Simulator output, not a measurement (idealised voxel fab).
process module | voxel transistor to metal
cross-section cut | 155 nm wide | cells 5 nm
A cross-section is a grid of square cells, given in bands from the top down. A band is one or more rows of cells.
Each band's line starts with the height of the band's top and of its bottom, in nm. Then come its materials from left to right, each with its width in nm. One material with "throughout" fills the band from edge to edge. "air" is empty space.
Height 0 is the level under which the wafer as received is all one material. The lowest band goes on downwards, as in "0 down".
A width such as "30 to 40" changes by the same amount from each row of cells to the next, from the band's top row to its bottom row.
"no change" after a step means that no cell of the cross-section changed.
closed voids: empty space of 8 cells or more with no open way to the top, each as width x height at its distance from the left edge, in nm
after a step's settings: what the simulator itself notes on the step
overlay nm, on a step with a mask: how far to the right of its planned place the mask lay; to the left if negative
plan
1 op RECEIVE | material Si
2 op OXIDIZE | depth nm 5
3 op CONFORMAL_DEP | material SiN | thk nm 15
4 op MASKED_ETCH | tone cover | mask id ACTIVE | width nm 115 | etch materials SiN | depth nm 15 | overlay nm 0
5 op MASKED_ETCH | tone cover | mask id ACTIVE | width nm 115 | etch materials SiO2 | depth nm 5 | overlay nm 0
6 op MASKED_ETCH | tone cover | mask id ACTIVE | width nm 115 | etch materials Si | depth nm 25 | overlay nm 0
7 op FILL_DEP | material SiO2 | thk nm 15
8 op CMP | height nm 15
9 op SELECTIVE_ETCH | etch materials SiO2 | depth nm 10
10 op STRIP | etch materials SiN
11 op SELECTIVE_ETCH | etch materials SiO2 | depth nm 5
12 op OXIDIZE | depth nm 5
13 op DIRECTIONAL_DEP | material polySi | thk nm 30
14 op DIRECTIONAL_DEP | material SiCN | thk nm 10
15 op MASKED_ETCH | tone cover | mask id GATE | width nm 25 | etch materials SiCN | depth nm 20 | overlay nm 0
16 op MASKED_ETCH | tone cover | mask id GATE | width nm 25 | etch materials polySi | depth nm 40 | overlay nm 0
17 op CONFORMAL_DEP | material SiN | thk nm 5
18 op DIRECTIONAL_ETCH | etch materials SiN | depth nm 5
19 op DIRECTIONAL_ETCH | etch materials SiO2 | depth nm 5
20 op DIRECTIONAL_ETCH | etch materials Si | depth nm 5
21 op EPI | material pSi | thk nm 5
22 op FILL_DEP | material SiO2 | thk nm 5
23 op CMP | height nm 35
24 op DIRECTIONAL_DEP | material SiO2 | thk nm 10
25 op DIRECTIONAL_DEP | material aC | thk nm 10
26 op PATTERN | tone open | mask id CONTACT | material resist | width nm 20 | pitch nm 85 | thk nm 25 | overlay nm 0
27 op DIRECTIONAL_ETCH | etch materials aC | depth nm 10
28 op STRIP | etch materials resist
29 op DIRECTIONAL_ETCH | etch materials SiO2 | depth nm 55
30 op STRIP | etch materials aC
31 op CONFORMAL_DEP | material TiN | thk nm 5
32 op FILL_DEP | material W | thk nm 5
33 op CMP | height nm 45
34 op DIRECTIONAL_DEP | material TiN | thk nm 5
35 op DIRECTIONAL_DEP | material Ru | thk nm 25
36 op PATTERN | tone cover | mask id METAL_1 | material resist | width nm 20 | pitch nm 85 | thk nm 15 | overlay nm 0
37 op DIRECTIONAL_ETCH | etch materials Ru | depth nm 25
38 op DIRECTIONAL_ETCH | etch materials TiN | depth nm 5
39 op STRIP | etch materials resist
40 op FILL_DEP | material lowk | thk nm 10
41 op CMP | height nm 75
42 op CONFORMAL_DEP | material SiCN | thk nm 5
43 op DIRECTIONAL_DEP | material SiO2 | thk nm 25
44 op MASKED_ETCH | tone open | mask id METAL_2 | width nm 20 | pitch nm 85 | etch materials SiO2 | depth nm 15 | overlay nm 0
45 op PATTERN | tone open | mask id METAL_2_HOLES | material resist | width nm 15 | pitch nm 85 | thk nm 15 | overlay nm 0
46 op DIRECTIONAL_ETCH | etch materials SiO2 | depth nm 10
47 op DIRECTIONAL_ETCH | etch materials SiCN | depth nm 5
48 op STRIP | etch materials resist
49 op CONFORMAL_DEP | material TiN | thk nm 5
50 op FILL_DEP | material Cu | thk nm 5
51 op CMP | height nm 105
52 op CONFORMAL_DEP | material SiCN | thk nm 5
as received, after step 1
  0 down: Si throughout
  closed voids: none
a wafer at the end: this start, this plan, one mistake
  110 to 105: SiCN throughout
  105 to 95: SiO2 25 | TiN 5 | Cu 10 | TiN 5 | SiO2 65 | TiN 5 | Cu 10 | TiN 5 | SiO2 25
  95 to 90: SiO2 25 | TiN 5 | Cu 5 | TiN 10 | SiO2 65 | TiN 5 | Cu 5 | TiN 10 | SiO2 25
  90 to 80: SiO2 25 | TiN 5 | Cu 5 | TiN 5 | SiO2 70 | TiN 5 | Cu 5 | TiN 5 | SiO2 30
  80 to 75: SiCN 25 | TiN 15 | SiCN 70 | TiN 15 | SiCN 30
  75 to 50: lowk 25 | Ru 20 | lowk 65 | Ru 20 | lowk 25
  50 to 45: lowk 25 | TiN 20 | lowk 65 | TiN 20 | lowk 25
  45 to 35: SiO2 25 | TiN 5 | W 10 | TiN 5 | SiO2 65 | TiN 5 | W 10 | TiN 5 | SiO2 25
  35 to 25: SiO2 25 | TiN 5 | W 10 | TiN 5 | SiO2 15 | SiN 5 | SiCN 25 | SiN 5 | SiO2 15 | TiN 5 | W 10 | TiN 5 | SiO2 25
  25 to 0: SiO2 25 | TiN 5 | W 10 | TiN 5 | SiO2 15 | SiN 5 | polySi 25 | SiN 5 | SiO2 15 | TiN 5 | W 10 | TiN 5 | SiO2 25
  0 to -5: SiO2 15 | SiN 5 | SiO2 5 | TiN 5 | W 10 | TiN 5 | SiO2 15 | SiN 5 | polySi 25 | SiN 5 | SiO2 15 | TiN 5 | W 10 | TiN 5 | SiO2 5 | SiN 5 | SiO2 15
  -5 to -10: SiO2 25 | TiN 20 | SiO2 10 | pSi 5 | SiO2 35 | pSi 5 | SiO2 10 | TiN 20 | SiO2 25
  -10 to -15: SiO2 20 | pSi 40 | Si 35 | pSi 40 | SiO2 20
  -15 to -55: SiO2 20 | Si 115 | SiO2 20
  -55 down: Si throughout
  closed voids: none
what went wrong: step 6 was run twice
